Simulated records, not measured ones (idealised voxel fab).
The name of this process module is voxel self aligned vias.
The cross-section on display is named cut; it measures 215 nm wide, and its cells are 5 nm squares.
Cross-section spec: square-cell grid; bands listed top down; each band is one or more rows. It is stipulated that each band's entry specify, in nanometres, the height of the top of the band and then that of its bottom, followed by the materials of the band in left-to-right sequence, each together with its width in nanometres. A single material marked by the word "full width" is understood to fill the band from edge to edge; the word "air" is understood to denote empty space. The reference from which all heights are counted is 0, the level beneath which the as-received wafer is entirely one material; the lowest band, having no lower bound, proceeds downward and is written after the example "0..down". Width: "30..40" (first number = top row, second number = bottom row, same change from row to row of cells). "identical to before" means the step left every cell of the cross-section as it was. The entry "Trapped void list" lists the empty spaces that cover at least 8 cells and have no open path to the top. Each is written as width x height at distance, where the distance is measured from the left edge and all three values are in nm. The remark found on a step's line after its settings is issued by the simulator itself and pertains to that step. For masked steps, "overlay nm" on the step line gives how far right of plan the mask actually lay; a minus sign means it lay to the left.
**These are the steps we planned for the process**
step 1: RECEIVE,material Si
step 2: CONFORMAL_DEP,material SiO2,thk nm 10
step 3: CONFORMAL_DEP,material SiCN,thk nm 5
step 4: DIRECTIONAL_DEP,material SiO2,thk nm 20
step 5: DIRECTIONAL_DEP,material aC,thk nm 15
step 6: PATTERN,tone open,mask id LINES,material resist,width nm 20,pitch nm 60,thk nm 30,overlay nm 0
step 7: DIRECTIONAL_ETCH,etch materials aC,depth nm 15
step 8: STRIP,etch materials resist
step 9: DIRECTIONAL_ETCH,etch materials SiO2,depth nm 20
step 10: STRIP,etch materials aC
step 11: CONFORMAL_DEP,material TiN,thk nm 5
step 12: FILL_DEP,material W,thk nm 10
step 13: CMP,height nm 35
step 14: SELECTIVE_ETCH,etch materials W Ru TiN,depth nm 10
step 15: FILL_DEP,material SiN,thk nm 10
step 16: CMP,height nm 35
step 17: DIRECTIONAL_DEP,material SiO2,thk nm 15
step 18: DIRECTIONAL_DEP,material aC,thk nm 10
step 19: PATTERN,tone open,mask id VIAS,material resist,width nm 30,thk nm 30,overlay nm 0
step 20: DIRECTIONAL_ETCH,etch materials aC,depth nm 10
step 21: STRIP,etch materials resist
step 22: DIRECTIONAL_ETCH,etch materials SiO2,depth nm 15
step 23: DIRECTIONAL_ETCH,etch materials SiN,depth nm 10
step 24: STRIP,etch materials aC
step 25: CONFORMAL_DEP,material TiN,thk nm 5
step 26: FILL_DEP,material W,thk nm 5
step 27: CMP,height nm 50
step 28: CONFORMAL_DEP,material SiN,thk nm 5
**First wafer of two (run as planned)**
**Incoming wafer, cross-sectional view, post step 1**
0..down = Si full width
Trapped void list: none
**Cross-section: wafer state after step 2**
10..0 = SiO2 full width
Whatever lies below 0 is exactly as it was before.
**Cross-section: wafer state after step 3**
15..10 = SiCN full width
Whatever lies below 10 is exactly as it was before.
**Cross-section: wafer state after step 4**
35..15 = SiO2 full width
Whatever lies below 15 is exactly as it was before.
**Cross-section: wafer state after step 5**
50..35 = aC full width
Whatever lies below 35 is exactly as it was before.
**Cross-section: wafer state after step 6**
80..50 = resist (65), then air (20), then resist (40), then air (20), then resist (70)
Whatever lies below 50 is exactly as it was before.
**Cross-section: wafer state after step 7**
65..50 = resist (65), then air (20), then resist (40), then air (20), then resist (70)
50..35 = aC (65), then air (20), then aC (40), then air (20), then aC (70)
Whatever lies below 35 is exactly as it was before.
**Cross-section: wafer state after step 8**
50..35 = aC (65), then air (20), then aC (40), then air (20), then aC (70)
Whatever lies below 35 is exactly as it was before.
**Cross-section: wafer state after step 9**
50..35 = aC (65), then air (20), then aC (40), then air (20), then aC (70)
35..15 = SiO2 (65), then air (20), then SiO2 (40), then air (20), then SiO2 (70)
Whatever lies below 15 is exactly as it was before.
**Cross-section: wafer state after step 10**
35..15 = SiO2 (65), then air (20), then SiO2 (40), then air (20), then SiO2 (70)
Whatever lies below 15 is exactly as it was before.
**Cross-section: wafer state after step 11**
40..35 = TiN (70), then air (10), then TiN (50), then air (10), then TiN (75)
35..20 = SiO2 (65), then TiN (5), then air (10), then TiN (5), then SiO2 (40), then TiN (5), then air (10), then TiN (5), then SiO2 (70)
20..15 = SiO2 (65), then TiN (20), then SiO2 (40), then TiN (20), then SiO2 (70)
Whatever lies below 15 is exactly as it was before.
**Cross-section: wafer state after step 12**
50..40 = W full width
40..35 = TiN (70), then W (10), then TiN (50), then W (10), then TiN (75)
35..20 = SiO2 (65), then TiN (5), then W (10), then TiN (5), then SiO2 (40), then TiN (5), then W (10), then TiN (5), then SiO2 (70)
Whatever lies below 20 is exactly as it was before.
**Cross-section: wafer state after step 13**
35..20 = SiO2 (65), then TiN (5), then W (10), then TiN (5), then SiO2 (40), then TiN (5), then W (10), then TiN (5), then SiO2 (70)
Whatever lies below 20 is exactly as it was before.
**Cross-section: wafer state after step 14**
35..25 = SiO2 (65), then air (20), then SiO2 (40), then air (20), then SiO2 (70)
Whatever lies below 25 is exactly as it was before.
**Cross-section: wafer state after step 15**
45..35 = SiN full width
35..25 = SiO2 (65), then SiN (20), then SiO2 (40), then SiN (20), then SiO2 (70)
Whatever lies below 25 is exactly as it was before.
**Cross-section: wafer state after step 16**
35..25 = SiO2 (65), then SiN (20), then SiO2 (40), then SiN (20), then SiO2 (70)
Whatever lies below 25 is exactly as it was before.
**Cross-section: wafer state after step 17**
50..35 = SiO2 full width
Whatever lies below 35 is exactly as it was before.
**Cross-section: wafer state after step 18**
60..50 = aC full width
Whatever lies below 50 is exactly as it was before.
**Cross-section: wafer state after step 19**
90..60 = resist (60), then air (30), then resist (125)
Whatever lies below 60 is exactly as it was before.
**Cross-section: wafer state after step 20**
80..60 = resist (60), then air (30), then resist (125)
60..50 = aC (60), then air (30), then aC (125)
Whatever lies below 50 is exactly as it was before.
**Cross-section: wafer state after step 21**
60..50 = aC (60), then air (30), then aC (125)
Whatever lies below 50 is exactly as it was before.
**Cross-section: wafer state after step 22**
60..50 = aC (60), then air (30), then aC (125)
50..35 = SiO2 (60), then air (30), then SiO2 (125)
Whatever lies below 35 is exactly as it was before.
**Cross-section: wafer state after step 23**
60..50 = aC (60), then air (30), then aC (125)
50..35 = SiO2 (60), then air (30), then SiO2 (125)
35..25 = SiO2 (65), then air (20), then SiO2 (40), then SiN (20), then SiO2 (70)
Whatever lies below 25 is exactly as it was before.
**Cross-section: wafer state after step 24**
50..35 = SiO2 (60), then air (30), then SiO2 (125)
Whatever lies below 35 is exactly as it was before.
**Cross-section: wafer state after step 25**
55..50 = TiN (65), then air (20), then TiN (130)
50..40 = SiO2 (60), then TiN (5), then air (20), then TiN (5), then SiO2 (125)
40..35 = SiO2 (60), then TiN (10), then air (10), then TiN (10), then SiO2 (125)
35..30 = SiO2 (65), then TiN (5), then air (10), then TiN (5), then SiO2 (40), then SiN (20), then SiO2 (70)
30..25 = SiO2 (65), then TiN (20), then SiO2 (40), then SiN (20), then SiO2 (70)
Whatever lies below 25 is exactly as it was before.
**Cross-section: wafer state after step 26**
60..55 = W full width
55..50 = TiN (65), then W (20), then TiN (130)
50..40 = SiO2 (60), then TiN (5), then W (20), then TiN (5), then SiO2 (125)
40..35 = SiO2 (60), then TiN (10), then W (10), then TiN (10), then SiO2 (125)
35..30 = SiO2 (65), then TiN (5), then W (10), then TiN (5), then SiO2 (40), then SiN (20), then SiO2 (70)
Whatever lies below 30 is exactly as it was before.
**Cross-section: wafer state after step 27**
50..40 = SiO2 (60), then TiN (5), then W (20), then TiN (5), then SiO2 (125)
Whatever lies below 40 is exactly as it was before.
**Cross-section: wafer state after step 28**
55..50 = SiN full width
Whatever lies below 50 is exactly as it was before.
**Second wafer - shared start and plan with the first - one error in running - same as the first up to step 5 inclusive**
**At the planned end of step 6, the second wafer in cross-section**
80..50 = resist (60), then air (20), then resist (40), then air (20), then resist (75)
Whatever lies below 50 is exactly as it was before.
**At the planned end of step 7, the second wafer in cross-section**
65..50 = resist (60), then air (20), then resist (40), then air (20), then resist (75)
50..35 = aC (60), then air (20), then aC (40), then air (20), then aC (75)
Whatever lies below 35 is exactly as it was before.
**At the planned end of step 8, the second wafer in cross-section**
50..35 = aC (60), then air (20), then aC (40), then air (20), then aC (75)
Whatever lies below 35 is exactly as it was before.
**At the planned end of step 9, the second wafer in cross-section**
50..35 = aC (60), then air (20), then aC (40), then air (20), then aC (75)
35..15 = SiO2 (60), then air (20), then SiO2 (40), then air (20), then SiO2 (75)
Whatever lies below 15 is exactly as it was before.
**At the planned end of step 10, the second wafer in cross-section**
35..15 = SiO2 (60), then air (20), then SiO2 (40), then air (20), then SiO2 (75)
Whatever lies below 15 is exactly as it was before.
**At the planned end of step 11, the second wafer in cross-section**
40..35 = TiN (65), then air (10), then TiN (50), then air (10), then TiN (80)
35..20 = SiO2 (60), then TiN (5), then air (10), then TiN (5), then SiO2 (40), then TiN (5), then air (10), then TiN (5), then SiO2 (75)
20..15 = SiO2 (60), then TiN (20), then SiO2 (40), then TiN (20), then SiO2 (75)
Whatever lies below 15 is exactly as it was before.
**At the planned end of step 12, the second wafer in cross-section**
50..40 = W full width
40..35 = TiN (65), then W (10), then TiN (50), then W (10), then TiN (80)
35..20 = SiO2 (60), then TiN (5), then W (10), then TiN (5), then SiO2 (40), then TiN (5), then W (10), then TiN (5), then SiO2 (75)
Whatever lies below 20 is exactly as it was before.
**At the planned end of step 13, the second wafer in cross-section**
35..20 = SiO2 (60), then TiN (5), then W (10), then TiN (5), then SiO2 (40), then TiN (5), then W (10), then TiN (5), then SiO2 (75)
Whatever lies below 20 is exactly as it was before.
**At the planned end of step 14, the second wafer in cross-section**
35..25 = SiO2 (60), then air (20), then SiO2 (40), then air (20), then SiO2 (75)
Whatever lies below 25 is exactly as it was before.
**At the planned end of step 15, the second wafer in cross-section**
45..35 = SiN full width
35..25 = SiO2 (60), then SiN (20), then SiO2 (40), then SiN (20), then SiO2 (75)
Whatever lies below 25 is exactly as it was before.
**At the planned end of step 16, the second wafer in cross-section**
35..25 = SiO2 (60), then SiN (20), then SiO2 (40), then SiN (20), then SiO2 (75)
Whatever lies below 25 is exactly as it was before.
**At the planned end of step 17, the second wafer in cross-section**
50..35 = SiO2 full width
Whatever lies below 35 is exactly as it was before.
**At the planned end of step 18, the second wafer in cross-section**
60..50 = aC full width
Whatever lies below 50 is exactly as it was before.
**At the planned end of step 19, the second wafer in cross-section**
90..60 = resist (60), then air (30), then resist (125)
Whatever lies below 60 is exactly as it was before.
**At the planned end of step 20, the second wafer in cross-section**
80..60 = resist (60), then air (30), then resist (125)
60..50 = aC (60), then air (30), then aC (125)
Whatever lies below 50 is exactly as it was before.
**At the planned end of step 21, the second wafer in cross-section**
60..50 = aC (60), then air (30), then aC (125)
Whatever lies below 50 is exactly as it was before.
**At the planned end of step 22, the second wafer in cross-section**
60..50 = aC (60), then air (30), then aC (125)
50..35 = SiO2 (60), then air (30), then SiO2 (125)
Whatever lies below 35 is exactly as it was before.
**At the planned end of step 23, the second wafer in cross-section**
60..50 = aC (60), then air (30), then aC (125)
50..35 = SiO2 (60), then air (30), then SiO2 (125)
35..25 = SiO2 (60), then air (20), then SiO2 (40), then SiN (20), then SiO2 (75)
Whatever lies below 25 is exactly as it was before.
**At the planned end of step 24, the second wafer in cross-section**
50..35 = SiO2 (60), then air (30), then SiO2 (125)
Whatever lies below 35 is exactly as it was before.
**At the planned end of step 25, the second wafer in cross-section**
55..50 = TiN (65), then air (20), then TiN (130)
50..40 = SiO2 (60), then TiN (5), then air (20), then TiN (5), then SiO2 (125)
40..35 = SiO2 (60), then TiN (5), then air (10), then TiN (15), then SiO2 (125)
35..30 = SiO2 (60), then TiN (5), then air (10), then TiN (5), then SiO2 (40), then SiN (20), then SiO2 (75)
30..25 = SiO2 (60), then TiN (20), then SiO2 (40), then SiN (20), then SiO2 (75)
Whatever lies below 25 is exactly as it was before.
**At the planned end of step 26, the second wafer in cross-section**
60..55 = W full width
55..50 = TiN (65), then W (20), then TiN (130)
50..40 = SiO2 (60), then TiN (5), then W (20), then TiN (5), then SiO2 (125)
40..35 = SiO2 (60), then TiN (5), then W (10), then TiN (15), then SiO2 (125)
35..30 = SiO2 (60), then TiN (5), then W (10), then TiN (5), then SiO2 (40), then SiN (20), then SiO2 (75)
Whatever lies below 30 is exactly as it was before.
**At the planned end of step 27, the second wafer in cross-section**
50..40 = SiO2 (60), then TiN (5), then W (20), then TiN (5), then SiO2 (125)
Whatever lies below 40 is exactly as it was before.
**At the planned end of step 28, the second wafer in cross-section**
55..50 = SiN full width
Whatever lies below 50 is exactly as it was before.
Finding, execution versus plan: step 6 ran differently from the plan; actual operation with settings: PATTERN,tone open,mask id LINES,material resist,width nm 20,pitch nm 60,thk nm 30,overlay nm -5
at the end the second wafer has, in cells: as many of each material as the first, in other places
